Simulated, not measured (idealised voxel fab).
process module | voxel plated lines
cross-section cut | 230 nm wide | cells 5 nm
A cross-section is a grid of square cells, given in bands from the top down. A band is one or more rows of cells.
Each band's line starts with the height of the band's top and of its bottom, in nm. Then come its materials from left to right, each with its width in nm. One material with "throughout" fills the band from edge to edge. "air" is empty space.
Height 0 is the level under which the wafer as received is all one material. The lowest band goes on downwards, as in "0 down".
A width such as "30 to 40" changes by the same amount from each row of cells to the next, from the band's top row to its bottom row.
"no change" after a step means that no cell of the cross-section changed.
closed voids: empty space of 8 cells or more with no open way to the top, each as width x height at its distance from the left edge, in nm
after a step's settings: what the simulator itself notes on the step
overlay nm, on a step with a mask: how far to the right of its planned place the mask lay; to the left if negative
plan
1 op RECEIVE | material Si
2 op CONFORMAL_DEP | material SiN | thk nm 5
3 op DIRECTIONAL_DEP | material TiN | thk nm 5
4 op PATTERN | tone open | mask id LINES | material resist | width nm 15 | pitch nm 50 | thk nm 25 | overlay nm 0
5 op EPI | material Ru | thk nm 10
6 op EPI | material Ru | thk nm 5
7 op STRIP | etch materials resist
8 op DIRECTIONAL_ETCH | etch materials TiN | depth nm 5
9 op CONFORMAL_DEP | material SiCN | thk nm 10
varied across the wafers: width nm of step 4. The plan shows the first wafer's value. All wafers start alike
first wafer as received, after step 1
  0 down: Si throughout
  closed voids: none
each wafer at the end: cells of each material gained (+) or lost (-) since it was received, then its closed voids
width nm 15 | +18 Ru | +124 SiCN | +46 SiN | +6 TiN | closed voids: none
width nm 20 | +24 Ru | +124 SiCN | +46 SiN | +8 TiN | closed voids: none
width nm 25 | +30 Ru | +124 SiCN | +46 SiN | +10 TiN | closed voids: none
width nm 30 | +36 Ru | +124 SiCN | +46 SiN | +12 TiN | closed voids: none
width nm 35 | +42 Ru | +120 SiCN | +46 SiN | +14 TiN | closed voids: none
